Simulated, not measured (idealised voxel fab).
A process module follows: voxel gate over fins.
In the cross-section labelled cut, the width is 175 nm and each square cell is 5 nm.
A cross-section in this document is a grid of square cells, and it is written down as bands, the top band listed before the ones below it; a band is made up of one or more rows of cells.
First you get the band's top height and its bottom height, in nm, and then the materials it's made of, left to right, with each width in nm. If you see a single material with "everywhere", that one covers the band edge to edge. "blank" is empty space.
Height reference: 0 = level under which incoming wafer is all one material. Lowest band: no bottom, runs on downward, e.g. "0..down".
You'd read "30..40" like this: the band's top row of cells is as wide as the first number, its bottom row is as wide as the second, and going down, every row changes width by the same amount as the row before did.
Where the words "changes: none" appear for a step, the cross-section shows no cell changed by that step; every cell remained as before.
In "Fully sealed voids" the enclosed voids are listed, meaning empty spaces of 8 cells or larger without any opening to the top. The form is width x height at distance, distance from the left edge, units nm.
What comes after the settings on a step's line is commentary from the simulator itself on that step.
Among the settings permitted on a step's line is "overlay nm"; applied to a step with a mask, it specifies the extent to which the mask lay to the right of its planned position, whereas a negative figure signifies a position to the left.
### Steps planned for the process
1: RECEIVE: material Si
2: CONFORMAL_DEP: material SiN, thk nm 5
3: DIRECTIONAL_DEP: material aC, thk nm 15
4: PATTERN: tone cover, mask id FINS, material resist, width nm 15, pitch nm 35, thk nm 35, overlay nm 0
5: DIRECTIONAL_ETCH: etch materials aC, depth nm 15
6: STRIP: etch materials resist
7: DIRECTIONAL_ETCH: etch materials SiN, depth nm 5
8: DIRECTIONAL_ETCH: etch materials Si, depth nm 30
9: STRIP: etch materials aC
10: FILL_DEP: material SiO2, thk nm 5
11: CMP: height nm 5
12: SELECTIVE_ETCH: etch materials SiO2, depth nm 20
13: STRIP: etch materials SiN
14: CONFORMAL_DEP: material HfO2, thk nm 5
15: CONFORMAL_DEP: material TiN, thk nm 5
16: FILL_DEP: material W, thk nm 10
17: CMP: height nm 15
18: CONFORMAL_DEP: material SiCN, thk nm 10
### This is the cross-section of the wafer as we received it, i.e. after step 1
	0..down = Si everywhere
	Fully sealed voids: none
### Module complete, cross-section. Starting point and plan per above. One mistake made in running the module
	25..15 = SiCN everywhere
	15..10 = W everywhere
	10..5 = W: 50, TiN: 75, W: 50
	5..0 = W: 50, TiN: 5, HfO2: 30, TiN: 5, HfO2: 30, TiN: 5, W: 50
	0..-5 = W: 50, TiN: 5, HfO2: 5, Si: 20, HfO2: 5, TiN: 5, HfO2: 5, Si: 20, HfO2: 5, TiN: 5, W: 50
	-5..-10 = TiN: 55, HfO2: 5, Si: 20, HfO2: 5, TiN: 5, HfO2: 5, Si: 20, HfO2: 5, TiN: 55
	-10..-15 = HfO2: 60, Si: 20, HfO2: 15, Si: 20, HfO2: 60
	-15..-30 = SiO2: 60, Si: 20, SiO2: 15, Si: 20, SiO2: 60
	-30..down = Si everywhere
	Fully sealed voids: none
Finding, execution versus plan: note that step 4 departed from the planned setting and was carried out as PATTERN: tone cover, mask id FINS, material resist, width nm 20, pitch nm 35, thk nm 35, overlay nm 0
